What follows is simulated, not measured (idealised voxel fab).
Process module heading - voxel wiring stack
Cross-sectional view cut (width: 230 nm; square cell size: 5 nm).
Cross-section layout: square cells on a grid; listed as bands, top to bottom; a band spans one or more cell rows. What a band's entry tells you: where the top is and where the bottom is, as heights in nm, and after that what lies inside, material by material from left to right, each with its width in nm. Empty space is written as the word "blank", and a single material marked with the word "everywhere" occupies the band from edge to edge. Heights from 0 (as-received wafer is one material below). Bottom band endless downward, as "0 nm and below". Think of "30 to 40" as a width that walks from the first number to the second as you go down the band, top row to bottom row, taking equal-sized steps from row to row. Take "nothing different" at face value: in the step it is given for, the cross-section changed in none of its cells. Heads up: "Trapped voids" only lists the empty pockets with no open path to the top that are 8 cells or more, and it writes them as width x height at distance, distance from the left edge, in nm. Post-settings text on a step line: simulator's own remark regarding the step. On any step carrying a mask, the "overlay nm" setting, if present on the step's line, tells how far right of its planned place the mask lay; negative values point to the left. Everything after this point is organized in pairs: a cross-section before one process step, a cross-section after it that shows only as deep as the lowest changed band, and, under the pair, the intervening step with its settings. Because different runs of this module on the same starting wafer can supply different pairs, a pair continues from the pair above it only if its entry headed "Pre-step" says so.
Pre-step:
* 115 nm to 105 nm = lowk=40, TiN=5, Ru=15, TiN=5, lowk=15, TiN=5, Ru=15, TiN=5, lowk=15, TiN=5, Ru=15, TiN=5, lowk=15, TiN=5, Ru=15, TiN=5, lowk=45
* 105 nm to 100 nm = lowk=40, TiN=5, Ru=5, TiN=15, lowk=15, TiN=5, Ru=5, TiN=15, lowk=15, TiN=5, Ru=5, TiN=15, lowk=15, TiN=5, Ru=5, TiN=15, lowk=45
* 100 nm to 90 nm = lowk=40, TiN=5, Ru=5, TiN=5, lowk=25, TiN=5, Ru=5, TiN=5, lowk=25, TiN=5, Ru=5, TiN=5, lowk=25, TiN=5, Ru=5, TiN=5, lowk=55
* 90 nm to 85 nm = SiCN=40, TiN=15, SiCN=25, TiN=15, SiCN=25, TiN=15, SiCN=25, TiN=15, SiCN=55
* 85 nm to 70 nm = SiO2=35, SiN=5, W=25, SiN=5, SiO2=5, SiN=5, W=25, SiN=5, SiO2=5, SiN=5, W=25, SiN=5, SiO2=5, SiN=5, W=25, SiN=5, SiO2=40
* 70 nm to 65 nm = SiN=40, TiN=25, SiN=15, TiN=25, SiN=15, TiN=25, SiN=15, TiN=25, SiN=45
* 65 nm to 50 nm = SiO2=40, Ru=15, SiO2=65, Ru=15, SiO2=95
* 50 nm to 45 nm = SiCN=40, Ru=15, SiCN=65, Ru=15, SiCN=95
* 45 nm to 20 nm = lowk=40, W=25, lowk=15, W=25, lowk=15, W=25, lowk=15, W=25, lowk=45
* 20 nm to 15 nm = lowk=40, TiN=25, lowk=15, TiN=25, lowk=15, TiN=25, lowk=15, TiN=25, lowk=45
* 15 nm to 0 nm = SiO2 everywhere
* 0 nm and below = Si everywhere
* Trapped voids: none
Step Result:
* 130 nm to 115 nm = SiCN everywhere
* Nothing below the height 115 has changed.
* Trapped voids: none
Step that separates the before view from the after view above: CONFORMAL_DEP | material SiCN | thk nm 15
Pre-step: the state before this step is the cross-section shown after the step in the pair just above.
Step Result:
* 145 nm to 130 nm = lowk everywhere
* Nothing below the height 130 has changed.
* Trapped voids: none
Step that separates the before view from the after view above: DIRECTIONAL_DEP | material lowk | thk nm 15
Pre-step: the state before this step is the cross-section shown after the step in the pair just above.
Step Result:
* 160 nm to 145 nm = resist=40, blank=15, resist=65, blank=15, resist=95
* Nothing below the height 145 has changed.
* Trapped voids: none
Step that separates the before view from the after view above: PATTERN | tone open | mask id PLUG_3 | material resist | width nm 15 | pitch nm 80 | thk nm 15 | overlay nm 0
Pre-step: the state before this step is the cross-section shown after the step in the pair just above.
Step Result:
* 160 nm to 145 nm = resist=40, blank=15, resist=65, blank=15, resist=95
* 145 nm to 130 nm = lowk=40, blank=15, lowk=65, blank=15, lowk=95
* Nothing below the height 130 has changed.
* Trapped voids: none
Step that separates the before view from the after view above: DIRECTIONAL_ETCH | etch materials lowk | depth nm 15
Pre-step: the state before this step is the cross-section shown after the step in the pair just above.
Step Result:
* 160 nm to 145 nm = resist=40, blank=15, resist=65, blank=15, resist=95
* 145 nm to 130 nm = lowk=40, blank=15, lowk=65, blank=15, lowk=95
* 130 nm to 125 nm = SiCN=40, blank=15, SiCN=65, blank=15, SiCN=95
* Nothing below the height 125 has changed.
* Trapped voids: none
Step that separates the before view from the after view above: DIRECTIONAL_ETCH | etch materials SiCN | depth nm 5
Pre-step: the state before this step is the cross-section shown after the step in the pair just above.
Step Result:
* 145 nm to 130 nm = lowk=40, blank=15, lowk=65, blank=15, lowk=95
* Nothing below the height 130 has changed.
* Trapped voids: none
Step that separates the before view from the after view above: STRIP | etch materials resist
Pre-step: the state before this step is the cross-section shown after the step in the pair just above.
Step Result:
* 150 nm to 145 nm = TiN=45, blank=5, TiN=75, blank=5, TiN=100
* 145 nm to 130 nm = lowk=40, TiN=5, blank=5, TiN=5, lowk=65, TiN=5, blank=5, TiN=5, lowk=95
* 130 nm to 125 nm = SiCN=40, TiN=15, SiCN=65, TiN=15, SiCN=95
* Nothing below the height 125 has changed.
* Trapped voids: none
Step that separates the before view from the after view above: CONFORMAL_DEP | material TiN | thk nm 5
Pre-step: the state before this step is the cross-section shown after the step in the pair just above.
Step Result:
* 155 nm to 150 nm = W everywhere
* 150 nm to 145 nm = TiN=45, W=5, TiN=75, W=5, TiN=100
* 145 nm to 130 nm = lowk=40, TiN=5, W=5, TiN=5, lowk=65, TiN=5, W=5, TiN=5, lowk=95
* Nothing below the height 130 has changed.
* Trapped voids: none
Step that separates the before view from the after view above: FILL_DEP | material W | thk nm 5
Pre-step: the state before this step is the cross-section shown after the step in the pair just above.
Step Result:
* 135 nm to 130 nm = lowk=40, TiN=5, W=5, TiN=5, lowk=65, TiN=5, W=5, TiN=5, lowk=95
* Nothing below the height 130 has changed.
* Trapped voids: none
Step that separates the before view from the after view above: CMP | height nm 135
Pre-step: the state before this step is the cross-section shown after the step in the pair just above.
Step Result:
* 140 nm to 135 nm = TiN everywhere
* Nothing below the height 135 has changed.
* Trapped voids: none
Step that separates the before view from the after view above: DIRECTIONAL_DEP | material TiN | thk nm 5
Pre-step: the state before this step is the cross-section shown after the step in the pair just above.
Step Result:
* 155 nm to 140 nm = W everywhere
* Nothing below the height 140 has changed.
* Trapped voids: none
Step that separates the before view from the after view above: DIRECTIONAL_DEP | material W | thk nm 15
Pre-step: the state before this step is the cross-section shown after the step in the pair just above.
Step Result:
* 170 nm to 155 nm = blank=40, resist=25, blank=15, resist=25, blank=15, resist=25, blank=15, resist=25, blank=45
* Nothing below the height 155 has changed.
* Trapped voids: none
Step that separates the before view from the after view above: PATTERN | tone cover | mask id METAL_4 | material resist | width nm 25 | pitch nm 40 | thk nm 15 | overlay nm 0
Pre-step: the state before this step is the cross-section shown after the step in the pair just above.
Step Result:
* 170 nm to 155 nm = blank=40, resist=25, blank=15, resist=25, blank=15, resist=25, blank=15, resist=25, blank=45
* 155 nm to 140 nm = blank=40, W=25, blank=15, W=25, blank=15, W=25, blank=15, W=25, blank=45
* Nothing below the height 140 has changed.
* Trapped voids: none
Step that separates the before view from the after view above: DIRECTIONAL_ETCH | etch materials W | depth nm 15
Pre-step: the state before this step is the cross-section shown after the step in the pair just above.
Step Result:
* 170 nm to 155 nm = blank=40, resist=25, blank=15, resist=25, blank=15, resist=25, blank=15, resist=25, blank=45
* 155 nm to 140 nm = blank=40, W=25, blank=15, W=25, blank=15, W=25, blank=15, W=25, blank=45
* 140 nm to 135 nm = blank=40, TiN=25, blank=15, TiN=25, blank=15, TiN=25, blank=15, TiN=25, blank=45
* Nothing below the height 135 has changed.
* Trapped voids: none
Step that separates the before view from the after view above: DIRECTIONAL_ETCH | etch materials TiN | depth nm 5
Pre-step: the state before this step is the cross-section shown after the step in the pair just above.
Step Result:
* 155 nm to 140 nm = blank=40, W=25, blank=15, W=25, blank=15, W=25, blank=15, W=25, blank=45
* Nothing below the height 140 has changed.
* Trapped voids: none
Step that separates the before view from the after view above: STRIP | etch materials resist
Pre-step: the state before this step is the cross-section shown after the step in the pair just above.
Step Result:
* 165 nm to 155 nm = lowk everywhere
* 155 nm to 140 nm = lowk=40, W=25, lowk=15, W=25, lowk=15, W=25, lowk=15, W=25, lowk=45
* 140 nm to 135 nm = lowk=40, TiN=25, lowk=15, TiN=25, lowk=15, TiN=25, lowk=15, TiN=25, lowk=45
* Nothing below the height 135 has changed.
* Trapped voids: none
Step that separates the before view from the after view above: FILL_DEP | material lowk | thk nm 10
Pre-step: the state before this step is the cross-section shown after the step in the pair just above.
Step Result:
* 155 nm to 140 nm = lowk=40, W=25, lowk=15, W=25, lowk=15, W=25, lowk=15, W=25, lowk=45
* Nothing below the height 140 has changed.
* Trapped voids: none
Step that separates the before view from the after view above: CMP | height nm 155
Pre-step: the state before this step is the cross-section shown after the step in the pair just above.
Step Result:
* 160 nm to 155 nm = SiCN everywhere
* Nothing below the height 155 has changed.
* Trapped voids: none
Step that separates the before view from the after view above: CONFORMAL_DEP | material SiCN | thk nm 5
Pre-step:
* 155 nm to 140 nm = W everywhere
* 140 nm to 135 nm = TiN everywhere
* 135 nm to 120 nm = lowk=40, TiN=5, W=5, TiN=5, lowk=65, TiN=5, W=5, TiN=5, lowk=95
* 120 nm to 115 nm = SiCN=40, TiN=15, SiCN=65, TiN=15, SiCN=95
* 115 nm to 105 nm = lowk=40, TiN=5, Ru=15, TiN=5, lowk=15, TiN=5, Ru=15, TiN=5, lowk=15, TiN=5, Ru=15, TiN=5, lowk=15, TiN=5, Ru=15, TiN=5, lowk=45
* 105 nm to 100 nm = lowk=40, TiN=5, Ru=5, TiN=15, lowk=15, TiN=5, Ru=5, TiN=15, lowk=15, TiN=5, Ru=5, TiN=15, lowk=15, TiN=5, Ru=5, TiN=15, lowk=45
* 100 nm to 90 nm = lowk=40, TiN=5, Ru=5, TiN=5, lowk=25, TiN=5, Ru=5, TiN=5, lowk=25, TiN=5, Ru=5, TiN=5, lowk=25, TiN=5, Ru=5, TiN=5, lowk=55
* 90 nm to 85 nm = SiCN=40, TiN=15, SiCN=25, TiN=15, SiCN=25, TiN=15, SiCN=25, TiN=15, SiCN=55
* 85 nm to 70 nm = SiO2=35, SiN=5, W=25, SiN=5, SiO2=5, SiN=5, W=25, SiN=5, SiO2=5, SiN=5, W=25, SiN=5, SiO2=5, SiN=5, W=25, SiN=5, SiO2=40
* 70 nm to 65 nm = SiN=40, TiN=25, SiN=15, TiN=25, SiN=15, TiN=25, SiN=15, TiN=25, SiN=45
* 65 nm to 50 nm = SiO2=40, Ru=15, SiO2=65, Ru=15, SiO2=95
* 50 nm to 45 nm = SiCN=40, Ru=15, SiCN=65, Ru=15, SiCN=95
* 45 nm to 20 nm = lowk=40, W=25, lowk=15, W=25, lowk=15, W=25, lowk=15, W=25, lowk=45
* 20 nm to 15 nm = lowk=40, TiN=25, lowk=15, TiN=25, lowk=15, TiN=25, lowk=15, TiN=25, lowk=45
* 15 nm to 0 nm = SiO2 everywhere
* 0 nm and below = Si everywhere
* Trapped voids: none
Step Result:
* 170 nm to 155 nm = blank=45, resist=15, blank=25, resist=15, blank=25, resist=15, blank=25, resist=15, blank=50
* Nothing below the height 155 has changed.
* Trapped voids: none
Step that separates the before view from the after view above: PATTERN | tone cover | mask id METAL_4 | material resist | width nm 15 | pitch nm 40 | thk nm 15 | overlay nm 0
Pre-step: the state before this step is the cross-section shown after the step in the pair just above.
Step Result:
* 170 nm to 155 nm = blank=45, resist=15, blank=25, resist=15, blank=25, resist=15, blank=25, resist=15, blank=50
* 155 nm to 140 nm = blank=45, W=15, blank=25, W=15, blank=25, W=15, blank=25, W=15, blank=50
* Nothing below the height 140 has changed.
* Trapped voids: none
Step that separates the before view from the after view above: DIRECTIONAL_ETCH | etch materials W | depth nm 15
Pre-step: the state before this step is the cross-section shown after the step in the pair just above.
Step Result:
* 170 nm to 155 nm = blank=45, resist=15, blank=25, resist=15, blank=25, resist=15, blank=25, resist=15, blank=50
* 155 nm to 140 nm = blank=45, W=15, blank=25, W=15, blank=25, W=15, blank=25, W=15, blank=50
* 140 nm to 135 nm = blank=45, TiN=15, blank=25, TiN=15, blank=25, TiN=15, blank=25, TiN=15, blank=50
* Nothing below the height 135 has changed.
* Trapped voids: none
Step that separates the before view from the after view above: DIRECTIONAL_ETCH | etch materials TiN | depth nm 5
Pre-step: the state before this step is the cross-section shown after the step in the pair just above.
Step Result:
* 155 nm to 140 nm = blank=45, W=15, blank=25, W=15, blank=25, W=15, blank=25, W=15, blank=50
* Nothing below the height 140 has changed.
* Trapped voids: none
Step that separates the before view from the after view above: STRIP | etch materials resist
Pre-step: the state before this step is the cross-section shown after the step in the pair just above.
Step Result:
* 165 nm to 155 nm = lowk everywhere
* 155 nm to 140 nm = lowk=45, W=15, lowk=25, W=15, lowk=25, W=15, lowk=25, W=15, lowk=50
* 140 nm to 135 nm = lowk=45, TiN=15, lowk=25, TiN=15, lowk=25, TiN=15, lowk=25, TiN=15, lowk=50
* Nothing below the height 135 has changed.
* Trapped voids: none
Step that separates the before view from the after view above: FILL_DEP | material lowk | thk nm 10
Pre-step: the state before this step is the cross-section shown after the step in the pair just above.
Step Result:
* 155 nm to 140 nm = lowk=45, W=15, lowk=25, W=15, lowk=25, W=15, lowk=25, W=15, lowk=50
* Nothing below the height 140 has changed.
* Trapped voids: none
Step that separates the before view from the after view above: CMP | height nm 155
Pre-step: the state before this step is the cross-section shown after the step in the pair just above.
Step Result:
* 160 nm to 155 nm = SiCN everywhere
* Nothing below the height 155 has changed.
* Trapped voids: none
Step that separates the before view from the after view above: CONFORMAL_DEP | material SiCN | thk nm 5
Pre-step:
* 135 nm to 120 nm = lowk everywhere
* 120 nm to 115 nm = SiCN everywhere
* 115 nm to 105 nm = lowk=40, TiN=5, Ru=15, TiN=5, lowk=15, TiN=5, Ru=15, TiN=5, lowk=15, TiN=5, Ru=15, TiN=5, lowk=15, TiN=5, Ru=15, TiN=5, lowk=45
* 105 nm to 100 nm = lowk=40, TiN=5, Ru=5, TiN=15, lowk=15, TiN=5, Ru=5, TiN=15, lowk=15, TiN=5, Ru=5, TiN=15, lowk=15, TiN=5, Ru=5, TiN=15, lowk=45
* 100 nm to 90 nm = lowk=40, TiN=5, Ru=5, TiN=5, lowk=25, TiN=5, Ru=5, TiN=5, lowk=25, TiN=5, Ru=5, TiN=5, lowk=25, TiN=5, Ru=5, TiN=5, lowk=55
* 90 nm to 85 nm = SiCN=40, TiN=15, SiCN=25, TiN=15, SiCN=25, TiN=15, SiCN=25, TiN=15, SiCN=55
* 85 nm to 70 nm = SiO2=35, SiN=5, W=25, SiN=5, SiO2=5, SiN=5, W=25, SiN=5, SiO2=5, SiN=5, W=25, SiN=5, SiO2=5, SiN=5, W=25, SiN=5, SiO2=40
* 70 nm to 65 nm = SiN=40, TiN=25, SiN=15, TiN=25, SiN=15, TiN=25, SiN=15, TiN=25, SiN=45
* 65 nm to 50 nm = SiO2=40, Ru=15, SiO2=65, Ru=15, SiO2=95
* 50 nm to 45 nm = SiCN=40, Ru=15, SiCN=65, Ru=15, SiCN=95
* 45 nm to 20 nm = lowk=40, W=25, lowk=15, W=25, lowk=15, W=25, lowk=15, W=25, lowk=45
* 20 nm to 15 nm = lowk=40, TiN=25, lowk=15, TiN=25, lowk=15, TiN=25, lowk=15, TiN=25, lowk=45
* 15 nm to 0 nm = SiO2 everywhere
* 0 nm and below = Si everywhere
* Trapped voids: none
Step Result:
* 150 nm to 135 nm = resist=30, blank=15, resist=65, blank=15, resist=105
* Nothing below the height 135 has changed.
* Trapped voids: none
Step that separates the before view from the after view above: PATTERN | tone open | mask id PLUG_3 | material resist | width nm 15 | pitch nm 80 | thk nm 15 | overlay nm -10
Pre-step: the state before this step is the cross-section shown after the step in the pair just above.
Step Result:
* 150 nm to 135 nm = resist=30, blank=15, resist=65, blank=15, resist=105
* 135 nm to 120 nm = lowk=30, blank=15, lowk=65, blank=15, lowk=105
* Nothing below the height 120 has changed.
* Trapped voids: none
Step that separates the before view from the after view above: DIRECTIONAL_ETCH | etch materials lowk | depth nm 15
Pre-step: the state before this step is the cross-section shown after the step in the pair just above.
Step Result:
* 150 nm to 135 nm = resist=30, blank=15, resist=65, blank=15, resist=105
* 135 nm to 120 nm = lowk=30, blank=15, lowk=65, blank=15, lowk=105
* 120 nm to 115 nm = SiCN=30, blank=15, SiCN=65, blank=15, SiCN=105
* Nothing below the height 115 has changed.
* Trapped voids: none
Step that separates the before view from the after view above: DIRECTIONAL_ETCH | etch materials SiCN | depth nm 5
Pre-step: the state before this step is the cross-section shown after the step in the pair just above.
Step Result:
* 135 nm to 120 nm = lowk=30, blank=15, lowk=65, blank=15, lowk=105
* Nothing below the height 120 has changed.
* Trapped voids: none
Step that separates the before view from the after view above: STRIP | etch materials resist
Pre-step: the state before this step is the cross-section shown after the step in the pair just above.
Step Result:
* 140 nm to 135 nm = TiN=35, blank=5, TiN=75, blank=5, TiN=110
* 135 nm to 120 nm = lowk=30, TiN=5, blank=5, TiN=5, lowk=65, TiN=5, blank=5, TiN=5, lowk=105
* 120 nm to 115 nm = SiCN=30, TiN=15, SiCN=65, TiN=15, SiCN=105
* Nothing below the height 115 has changed.
* Trapped voids: none
Step that separates the before view from the after view above: CONFORMAL_DEP | material TiN | thk nm 5
Pre-step: the state before this step is the cross-section shown after the step in the pair just above.
Step Result:
* 145 nm to 140 nm = W everywhere
* 140 nm to 135 nm = TiN=35, W=5, TiN=75, W=5, TiN=110
* 135 nm to 120 nm = lowk=30, TiN=5, W=5, TiN=5, lowk=65, TiN=5, W=5, TiN=5, lowk=105
* Nothing below the height 120 has changed.
* Trapped voids: none
Step that separates the before view from the after view above: FILL_DEP | material W | thk nm 5
Pre-step: the state before this step is the cross-section shown after the step in the pair just above.
Step Result:
* 135 nm to 120 nm = lowk=30, TiN=5, W=5, TiN=5, lowk=65, TiN=5, W=5, TiN=5, lowk=105
* Nothing below the height 120 has changed.
* Trapped voids: none
Step that separates the before view from the after view above: CMP | height nm 135
Pre-step: the state before this step is the cross-section shown after the step in the pair just above.
Step Result:
* 140 nm to 135 nm = TiN everywhere
* Nothing below the height 135 has changed.
* Trapped voids: none
Step that separates the before view from the after view above: DIRECTIONAL_DEP | material TiN | thk nm 5
Pre-step: the state before this step is the cross-section shown after the step in the pair just above.
Step Result:
* 155 nm to 140 nm = W everywhere
* Nothing below the height 140 has changed.
* Trapped voids: none
Step that separates the before view from the after view above: DIRECTIONAL_DEP | material W | thk nm 15
Pre-step: the state before this step is the cross-section shown after the step in the pair just above.
Step Result:
* 170 nm to 155 nm = blank=40, resist=25, blank=15, resist=25, blank=15, resist=25, blank=15, resist=25, blank=45
* Nothing below the height 155 has changed.
* Trapped voids: none
Step that separates the before view from the after view above: PATTERN | tone cover | mask id METAL_4 | material resist | width nm 25 | pitch nm 40 | thk nm 15 | overlay nm 0
Pre-step: the state before this step is the cross-section shown after the step in the pair just above.
Step Result:
* 170 nm to 155 nm = blank=40, resist=25, blank=15, resist=25, blank=15, resist=25, blank=15, resist=25, blank=45
* 155 nm to 140 nm = blank=40, W=25, blank=15, W=25, blank=15, W=25, blank=15, W=25, blank=45
* Nothing below the height 140 has changed.
* Trapped voids: none
Step that separates the before view from the after view above: DIRECTIONAL_ETCH | etch materials W | depth nm 15
Pre-step: the state before this step is the cross-section shown after the step in the pair just above.
Step Result:
* 170 nm to 155 nm = blank=40, resist=25, blank=15, resist=25, blank=15, resist=25, blank=15, resist=25, blank=45
* 155 nm to 140 nm = blank=40, W=25, blank=15, W=25, blank=15, W=25, blank=15, W=25, blank=45
* 140 nm to 135 nm = blank=40, TiN=25, blank=15, TiN=25, blank=15, TiN=25, blank=15, TiN=25, blank=45
* Nothing below the height 135 has changed.
* Trapped voids: none
Step that separates the before view from the after view above: DIRECTIONAL_ETCH | etch materials TiN | depth nm 5
Pre-step: the state before this step is the cross-section shown after the step in the pair just above.
Step Result:
* 155 nm to 140 nm = blank=40, W=25, blank=15, W=25, blank=15, W=25, blank=15, W=25, blank=45
* Nothing below the height 140 has changed.
* Trapped voids: none
Step that separates the before view from the after view above: STRIP | etch materials resist
Pre-step: the state before this step is the cross-section shown after the step in the pair just above.
Step Result:
* 165 nm to 155 nm = lowk everywhere
* 155 nm to 140 nm = lowk=40, W=25, lowk=15, W=25, lowk=15, W=25, lowk=15, W=25, lowk=45
* 140 nm to 135 nm = lowk=40, TiN=25, lowk=15, TiN=25, lowk=15, TiN=25, lowk=15, TiN=25, lowk=45
* Nothing below the height 135 has changed.
* Trapped voids: none
Step that separates the before view from the after view above: FILL_DEP | material lowk | thk nm 10
Pre-step: the state before this step is the cross-section shown after the step in the pair just above.
Step Result:
* 155 nm to 140 nm = lowk=40, W=25, lowk=15, W=25, lowk=15, W=25, lowk=15, W=25, lowk=45
* Nothing below the height 140 has changed.
* Trapped voids: none
Step that separates the before view from the after view above: CMP | height nm 155
Pre-step: the state before this step is the cross-section shown after the step in the pair just above.
Step Result:
* 160 nm to 155 nm = SiCN everywhere
* Nothing below the height 155 has changed.
* Trapped voids: none
Step that separates the before view from the after view above: CONFORMAL_DEP | material SiCN | thk nm 5
Pre-step:
* 155 nm to 140 nm = lowk=40, W=25, lowk=15, W=25, lowk=15, W=25, lowk=15, W=25, lowk=45
* 140 nm to 135 nm = lowk=40, TiN=25, lowk=15, TiN=25, lowk=15, TiN=25, lowk=15, TiN=25, lowk=45
* 135 nm to 120 nm = lowk=40, TiN=5, W=5, TiN=5, lowk=65, TiN=5, W=5, TiN=5, lowk=95
* 120 nm to 115 nm = SiCN=40, TiN=15, SiCN=65, TiN=15, SiCN=95
* 115 nm to 105 nm = lowk=40, TiN=5, Ru=15, TiN=5, lowk=15, TiN=5, Ru=15, TiN=5, lowk=15, TiN=5, Ru=15, TiN=5, lowk=15, TiN=5, Ru=15, TiN=5, lowk=45
* 105 nm to 100 nm = lowk=40, TiN=5, Ru=5, TiN=15, lowk=15, TiN=5, Ru=5, TiN=15, lowk=15, TiN=5, Ru=5, TiN=15, lowk=15, TiN=5, Ru=5, TiN=15, lowk=45
* 100 nm to 90 nm = lowk=40, TiN=5, Ru=5, TiN=5, lowk=25, TiN=5, Ru=5, TiN=5, lowk=25, TiN=5, Ru=5, TiN=5, lowk=25, TiN=5, Ru=5, TiN=5, lowk=55
* 90 nm to 85 nm = SiCN=40, TiN=15, SiCN=25, TiN=15, SiCN=25, TiN=15, SiCN=25, TiN=15, SiCN=55
* 85 nm to 70 nm = SiO2=35, SiN=5, W=25, SiN=5, SiO2=5, SiN=5, W=25, SiN=5, SiO2=5, SiN=5, W=25, SiN=5, SiO2=5, SiN=5, W=25, SiN=5, SiO2=40
* 70 nm to 65 nm = SiN=40, TiN=25, SiN=15, TiN=25, SiN=15, TiN=25, SiN=15, TiN=25, SiN=45
* 65 nm to 50 nm = SiO2=40, Ru=15, SiO2=65, Ru=15, SiO2=95
* 50 nm to 45 nm = SiCN=40, Ru=15, SiCN=65, Ru=15, SiCN=95
* 45 nm to 20 nm = lowk=40, W=25, lowk=15, W=25, lowk=15, W=25, lowk=15, W=25, lowk=45
* 20 nm to 15 nm = lowk=40, TiN=25, lowk=15, TiN=25, lowk=15, TiN=25, lowk=15, TiN=25, lowk=45
* 15 nm to 0 nm = SiO2 everywhere
* 0 nm and below = Si everywhere
* Trapped voids: none
Step Result:
* 160 nm to 155 nm = Ru everywhere
* Nothing below the height 155 has changed.
* Trapped voids: none
Step that separates the before view from the after view above: CONFORMAL_DEP | material Ru | thk nm 5
Pre-step:
* 135 nm to 120 nm = lowk everywhere
* 120 nm to 115 nm = SiCN everywhere
* 115 nm to 105 nm = lowk=40, TiN=5, Ru=15, TiN=5, lowk=15, TiN=5, Ru=15, TiN=5, lowk=15, TiN=5, Ru=15, TiN=5, lowk=15, TiN=5, Ru=15, TiN=5, lowk=45
* 105 nm to 100 nm = lowk=40, TiN=5, Ru=5, TiN=15, lowk=15, TiN=5, Ru=5, TiN=15, lowk=15, TiN=5, Ru=5, TiN=15, lowk=15, TiN=5, Ru=5, TiN=15, lowk=45
* 100 nm to 90 nm = lowk=40, TiN=5, Ru=5, TiN=5, lowk=25, TiN=5, Ru=5, TiN=5, lowk=25, TiN=5, Ru=5, TiN=5, lowk=25, TiN=5, Ru=5, TiN=5, lowk=55
* 90 nm to 85 nm = SiCN=40, TiN=15, SiCN=25, TiN=15, SiCN=25, TiN=15, SiCN=25, TiN=15, SiCN=55
* 85 nm to 70 nm = SiO2=35, SiN=5, W=25, SiN=5, SiO2=5, SiN=5, W=25, SiN=5, SiO2=5, SiN=5, W=25, SiN=5, SiO2=5, SiN=5, W=25, SiN=5, SiO2=40
* 70 nm to 65 nm = SiN=40, TiN=25, SiN=15, TiN=25, SiN=15, TiN=25, SiN=15, TiN=25, SiN=45
* 65 nm to 50 nm = SiO2=40, Ru=15, SiO2=65, Ru=15, SiO2=95
* 50 nm to 45 nm = SiCN=40, Ru=15, SiCN=65, Ru=15, SiCN=95
* 45 nm to 20 nm = lowk=40, W=25, lowk=15, W=25, lowk=15, W=25, lowk=15, W=25, lowk=45
* 20 nm to 15 nm = lowk=40, TiN=25, lowk=15, TiN=25, lowk=15, TiN=25, lowk=15, TiN=25, lowk=45
* 15 nm to 0 nm = SiO2 everywhere
* 0 nm and below = Si everywhere
* Trapped voids: none
Step Result:
* 150 nm to 135 nm = blank=40, resist=15, blank=65, resist=15, blank=95
* Nothing below the height 135 has changed.
* Trapped voids: none
Step that separates the before view from the after view above: PATTERN | tone cover | mask id PLUG_3 | material resist | width nm 15 | pitch nm 80 | thk nm 15 | overlay nm 0
Pre-step: the state before this step is the cross-section shown after the step in the pair just above.
Step Result:
* 150 nm to 135 nm = blank=40, resist=15, blank=65, resist=15, blank=95
* 135 nm to 120 nm = blank=40, lowk=15, blank=65, lowk=15, blank=95
* Nothing below the height 120 has changed.
* Trapped voids: none
Step that separates the before view from the after view above: DIRECTIONAL_ETCH | etch materials lowk | depth nm 15
Pre-step: the state before this step is the cross-section shown after the step in the pair just above.
Step Result:
* 150 nm to 135 nm = blank=40, resist=15, blank=65, resist=15, blank=95
* 135 nm to 120 nm = blank=40, lowk=15, blank=65, lowk=15, blank=95
* 120 nm to 115 nm = blank=40, SiCN=15, blank=65, SiCN=15, blank=95
* Nothing below the height 115 has changed.
* Trapped voids: none
Step that separates the before view from the after view above: DIRECTIONAL_ETCH | etch materials SiCN | depth nm 5
Pre-step: the state before this step is the cross-section shown after the step in the pair just above.
Step Result:
* 135 nm to 120 nm = blank=40, lowk=15, blank=65, lowk=15, blank=95
* Nothing below the height 120 has changed.
* Trapped voids: none
Step that separates the before view from the after view above: STRIP | etch materials resist
Pre-step: the state before this step is the cross-section shown after the step in the pair just above.
Step Result:
* 140 nm to 135 nm = blank=35, TiN=25, blank=55, TiN=25, blank=90
* 135 nm to 120 nm = blank=35, TiN=5, lowk=15, TiN=5, blank=55, TiN=5, lowk=15, TiN=5, blank=90
* 120 nm to 115 nm = TiN=40, SiCN=15, TiN=65, SiCN=15, TiN=95
* Nothing below the height 115 has changed.
* Trapped voids: none
Step that separates the before view from the after view above: CONFORMAL_DEP | material TiN | thk nm 5
Pre-step: the state before this step is the cross-section shown after the step in the pair just above.
Step Result:
* 145 nm to 140 nm = W everywhere
* 140 nm to 135 nm = W=35, TiN=25, W=55, TiN=25, W=90
* 135 nm to 120 nm = W=35, TiN=5, lowk=15, TiN=5, W=55, TiN=5, lowk=15, TiN=5, W=90
* Nothing below the height 120 has changed.
* Trapped voids: none
Step that separates the before view from the after view above: FILL_DEP | material W | thk nm 5
Pre-step: the state before this step is the cross-section shown after the step in the pair just above.
Step Result:
* 135 nm to 120 nm = W=35, TiN=5, lowk=15, TiN=5, W=55, TiN=5, lowk=15, TiN=5, W=90
* Nothing below the height 120 has changed.
* Trapped voids: none
Step that separates the before view from the after view above: CMP | height nm 135
Pre-step: the state before this step is the cross-section shown after the step in the pair just above.
Step Result:
* 140 nm to 135 nm = TiN everywhere
* Nothing below the height 135 has changed.
* Trapped voids: none
Step that separates the before view from the after view above: DIRECTIONAL_DEP | material TiN | thk nm 5
Pre-step: the state before this step is the cross-section shown after the step in the pair just above.
Step Result:
* 155 nm to 140 nm = W everywhere
* Nothing below the height 140 has changed.
* Trapped voids: none
Step that separates the before view from the after view above: DIRECTIONAL_DEP | material W | thk nm 15
Pre-step: the state before this step is the cross-section shown after the step in the pair just above.
Step Result:
* 170 nm to 155 nm = blank=40, resist=25, blank=15, resist=25, blank=15, resist=25, blank=15, resist=25, blank=45
* Nothing below the height 155 has changed.
* Trapped voids: none
Step that separates the before view from the after view above: PATTERN | tone cover | mask id METAL_4 | material resist | width nm 25 | pitch nm 40 | thk nm 15 | overlay nm 0
Pre-step: the state before this step is the cross-section shown after the step in the pair just above.
Step Result:
* 170 nm to 155 nm = blank=40, resist=25, blank=15, resist=25, blank=15, resist=25, blank=15, resist=25, blank=45
* 155 nm to 140 nm = blank=40, W=25, blank=15, W=25, blank=15, W=25, blank=15, W=25, blank=45
* Nothing below the height 140 has changed.
* Trapped voids: none
Step that separates the before view from the after view above: DIRECTIONAL_ETCH | etch materials W | depth nm 15
Pre-step: the state before this step is the cross-section shown after the step in the pair just above.
Step Result:
* 170 nm to 155 nm = blank=40, resist=25, blank=15, resist=25, blank=15, resist=25, blank=15, resist=25, blank=45
* 155 nm to 140 nm = blank=40, W=25, blank=15, W=25, blank=15, W=25, blank=15, W=25, blank=45
* 140 nm to 135 nm = blank=40, TiN=25, blank=15, TiN=25, blank=15, TiN=25, blank=15, TiN=25, blank=45
* Nothing below the height 135 has changed.
* Trapped voids: none
Step that separates the before view from the after view above: DIRECTIONAL_ETCH | etch materials TiN | depth nm 5
Pre-step: the state before this step is the cross-section shown after the step in the pair just above.
Step Result:
* 155 nm to 140 nm = blank=40, W=25, blank=15, W=25, blank=15, W=25, blank=15, W=25, blank=45
* Nothing below the height 140 has changed.
* Trapped voids: none
Step that separates the before view from the after view above: STRIP | etch materials resist
